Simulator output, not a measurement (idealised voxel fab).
Process module, titled voxel ribs on slabs
Shown is cross-section cut, with a width of 270 nm and square cells of size 5 nm.
Throughout this document, each cross-section is represented as a grid of square cells and is presented as a sequence of bands enumerated from the top downward, where a band comprises one or more rows of cells.
First you get the band's top height and its bottom height, in nm, and then the materials it's made of, left to right, with each width in nm. If you see a single material with "all across", that one covers the band edge to edge. "blank" is empty space.
Ref level 0: as-received wafer is one material below here. Bottom band extends down with no lower bound ("0 nm and below").
When a width is written as two numbers, as in "30 to 40", the first number is the width in the top row of cells of the band and the second is the width in its bottom row, and the width changes by the same amount from each row to the next.
It should be understood that the words "changes: none", when stated for a given step, signify that the cross-section underwent no change in any of its cells during that step.
Each empty space that has no open way to the top and spans at least 8 cells appears under "Closed cavity list" as width x height at distance, the distance counted from the left edge, all in nm.
On a step's line, text after the settings is the simulator commenting on that step.
"overlay nm" on a masked step: distance the mask lay right of its planned place, negative for left.
# Steps planned for the process
step 1: RECEIVE | material Si
step 2: DIRECTIONAL_DEP | material SiO2 | thk nm 20
step 3: DIRECTIONAL_DEP | material SiN | thk nm 15
step 4: MASKED_ETCH | tone cover | mask id RIB | width nm 15 | etch materials SiN | depth nm 5 | overlay nm 0
step 5: DIRECTIONAL_DEP | material aC | thk nm 10
step 6: PATTERN | tone cover | mask id SLAB | material resist | width nm 55 | thk nm 30 | overlay nm 0
step 7: DIRECTIONAL_ETCH | etch materials aC | depth nm 10
step 8: STRIP | etch materials resist
step 9: DIRECTIONAL_ETCH | etch materials SiN | depth nm 10
step 10: STRIP | etch materials aC
step 11: FILL_DEP | material SiO2 | thk nm 20
step 12: CMP | height nm 50
step 13: DIRECTIONAL_DEP | material W | thk nm 5
step 14: PATTERN | tone cover | mask id HEATER | material resist | width nm 25 | thk nm 20 | overlay nm 0
step 15: DIRECTIONAL_ETCH | etch materials W | depth nm 5
step 16: STRIP | etch materials resist
step 17: CONFORMAL_DEP | material SiO2 | thk nm 10
Same starting wafers, different width nm at step 6. Plan value belongs to the first wafer.
# Cross-sectional view of the first of several wafers in the as-received condition, corresponding to the state following step 1
> 0 nm and below | Si all across
> Closed cavity list: none
# Below: a row per wafer. Contents at end of module: for every material, cells gained since receipt (+) or lost since receipt (-); then closed voids
width nm 55 | +25 SiN | +627 SiO2 | +5 W | Closed cavity list: none
width nm 60 | +27 SiN | +625 SiO2 | +5 W | Closed cavity list: none
width nm 65 | +29 SiN | +623 SiO2 | +5 W | Closed cavity list: none
width nm 70 | +31 SiN | +621 SiO2 | +5 W | Closed cavity list: none
width nm 75 | +33 SiN | +619 SiO2 | +5 W | Closed cavity list: none
width nm 80 | +35 SiN | +617 SiO2 | +5 W | Closed cavity list: none
